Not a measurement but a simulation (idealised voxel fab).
Herein follows the process module entitled voxel ribs on slabs.
This is section cut - it's 205 nm across, gridded in 5 nm square cells.
Throughout this document, each cross-section is represented as a grid of square cells and is presented as a sequence of bands enumerated from the top downward, where a band comprises one or more rows of cells.
Heights first: top, then bottom, in nm. Then materials, left to right, each with a width in nm. "everywhere" on a single material: fills the band edge to edge. "air": empty space.
Height reference: 0 = level under which incoming wafer is all one material. Lowest band: no bottom, runs on downward, e.g. "0 nm and below".
Per-row width for "30 to 40": begins at first number (top row of band), ends at second number (bottom row), increment between rows held constant.
Where a step carries "remained unchanged", the cross-section came out of it unchanged, cell for cell.
"Closed void catalog" contains a list of empty spaces, each no smaller than 8 cells and without an open way to the top, written in the form width x height at distance with the distance from the left edge and all three in nm.
Formally, on a step line, whatever follows the settings is a remark that the simulator itself makes on the step.
A step's line can hold "overlay nm"; with a mask on that step, the setting says how far right of the planned place the mask lay, while a negative setting says it lay to the left.

**This section lists the process steps that were planned**
step 1: RECEIVE,material Si
step 2: DIRECTIONAL_DEP,material SiO2,thk nm 20
step 3: DIRECTIONAL_DEP,material SiN,thk nm 25
step 4: DIRECTIONAL_DEP,material aC,thk nm 10
step 5: PATTERN,tone cover,mask id RIB,material resist,width nm 20,thk nm 25,overlay nm 0
step 6: DIRECTIONAL_ETCH,etch materials aC,depth nm 10
step 7: STRIP,etch materials resist
step 8: DIRECTIONAL_ETCH,etch materials SiN,depth nm 15
step 9: STRIP,etch materials aC
step 10: MASKED_ETCH,tone cover,mask id SLAB,width nm 70,etch materials SiN,depth nm 10,overlay nm 0
step 11: FILL_DEP,material SiO2,thk nm 20
step 12: CMP,height nm 55
step 13: DIRECTIONAL_DEP,material TiN,thk nm 5
step 14: PATTERN,tone cover,mask id HEATER,material resist,width nm 30,thk nm 15,overlay nm 0
step 15: DIRECTIONAL_ETCH,etch materials TiN,depth nm 5
step 16: STRIP,etch materials resist
step 17: CONFORMAL_DEP,material SiN,thk nm 10

**Concerning the first of two wafers, which was run in accordance with the plan**

**Wafer as received: cross-section following step 1**
  0 nm and below = Si everywhere
  Closed void catalog: none

**You're looking at a cross-section of the wafer after step 2**
  20 nm to 0 nm = SiO2 everywhere
  Nothing below the height 0 has changed.

**You're looking at a cross-section of the wafer after step 3**
  45 nm to 20 nm = SiN everywhere
  Nothing below the height 20 has changed.

**You're looking at a cross-section of the wafer after step 4**
  55 nm to 45 nm = aC everywhere
  Nothing below the height 45 has changed.

**You're looking at a cross-section of the wafer after step 5**
  80 nm to 55 nm = 90 of air  20 of resist  95 of air
  Nothing below the height 55 has changed.

**You're looking at a cross-section of the wafer after step 6**
  70 nm to 55 nm = 90 of air  20 of resist  95 of air
  55 nm to 45 nm = 90 of air  20 of aC  95 of air
  Nothing below the height 45 has changed.

**You're looking at a cross-section of the wafer after step 7**
  55 nm to 45 nm = 90 of air  20 of aC  95 of air
  Nothing below the height 45 has changed.

**You're looking at a cross-section of the wafer after step 8**
  55 nm to 45 nm = 90 of air  20 of aC  95 of air
  45 nm to 30 nm = 90 of air  20 of SiN  95 of air
  Nothing below the height 30 has changed.

**You're looking at a cross-section of the wafer after step 9**
  45 nm to 30 nm = 90 of air  20 of SiN  95 of air
  Nothing below the height 30 has changed.

**You're looking at a cross-section of the wafer after step 10**
  45 nm to 30 nm = 90 of air  20 of SiN  95 of air
  30 nm to 20 nm = 65 of air  70 of SiN  70 of air
  Nothing below the height 20 has changed.

**You're looking at a cross-section of the wafer after step 11**
  65 nm to 45 nm = SiO2 everywhere
  45 nm to 30 nm = 90 of SiO2  20 of SiN  95 of SiO2
  30 nm to 20 nm = 65 of SiO2  70 of SiN  70 of SiO2
  Nothing below the height 20 has changed.

**You're looking at a cross-section of the wafer after step 12**
  55 nm to 45 nm = SiO2 everywhere
  Nothing below the height 45 has changed.

**You're looking at a cross-section of the wafer after step 13**
  60 nm to 55 nm = TiN everywhere
  Nothing below the height 55 has changed.

**You're looking at a cross-section of the wafer after step 14**
  75 nm to 60 nm = 85 of air  30 of resist  90 of air
  Nothing below the height 60 has changed.

**You're looking at a cross-section of the wafer after step 15**
  75 nm to 60 nm = 85 of air  30 of resist  90 of air
  60 nm to 55 nm = 85 of air  30 of TiN  90 of air
  Nothing below the height 55 has changed.

**You're looking at a cross-section of the wafer after step 16**
  60 nm to 55 nm = 85 of air  30 of TiN  90 of air
  Nothing below the height 55 has changed.

**You're looking at a cross-section of the wafer after step 17**
  70 nm to 65 nm = 75 of air  50 of SiN  80 of air
  65 nm to 60 nm = SiN everywhere
  60 nm to 55 nm = 85 of SiN  30 of TiN  90 of SiN
  Nothing below the height 55 has changed.

**second wafer: like start, like plan, one mistake. Through step 3 it matches the first wafer**

**Second wafer shown in cross-section at the time step 4 was slated to end**
  55 nm to 45 nm = TiN everywhere
  Nothing below the height 45 has changed.

**Second wafer shown in cross-section at the time step 5 was slated to end**
  80 nm to 55 nm = 90 of air  20 of resist  95 of air
  Nothing below the height 55 has changed.

**Second wafer shown in cross-section at the time step 6 was slated to end**
  70 nm to 55 nm = 90 of air  20 of resist  95 of air
  Nothing below the height 55 has changed.

**Second wafer shown in cross-section at the time step 7 was slated to end**
  55 nm to 45 nm = TiN everywhere
  Nothing below the height 45 has changed.

Second wafer shown in cross-section at the time step 8 was slated to end: remained unchanged

Second wafer shown in cross-section at the time step 9 was slated to end: remained unchanged

Second wafer shown in cross-section at the time step 10 was slated to end: remained unchanged

**Second wafer shown in cross-section at the time step 11 was slated to end**
  75 nm to 55 nm = SiO2 everywhere
  Nothing below the height 55 has changed.

**Second wafer shown in cross-section at the time step 12 was slated to end**
  55 nm to 45 nm = TiN everywhere
  Nothing below the height 45 has changed.

**Second wafer shown in cross-section at the time step 13 was slated to end**
  60 nm to 45 nm = TiN everywhere
  Nothing below the height 45 has changed.

**Second wafer shown in cross-section at the time step 14 was slated to end**
  75 nm to 60 nm = 85 of air  30 of resist  90 of air
  Nothing below the height 60 has changed.

**Second wafer shown in cross-section at the time step 15 was slated to end**
  75 nm to 60 nm = 85 of air  30 of resist  90 of air
  60 nm to 55 nm = 85 of air  30 of TiN  90 of air
  Nothing below the height 55 has changed.

**Second wafer shown in cross-section at the time step 16 was slated to end**
  60 nm to 55 nm = 85 of air  30 of TiN  90 of air
  Nothing below the height 55 has changed.

**Second wafer shown in cross-section at the time step 17 was slated to end**
  70 nm to 65 nm = 75 of air  50 of SiN  80 of air
  65 nm to 60 nm = SiN everywhere
  60 nm to 55 nm = 85 of SiN  30 of TiN  90 of SiN
  Nothing below the height 55 has changed.
Run error: planned and actual differ for step 4; actual: DIRECTIONAL_DEP,material TiN,thk nm 10
End of process, cell counts, second wafer against first, materials with more or fewer: +165 SiN | -247 SiO2 | +82 TiN
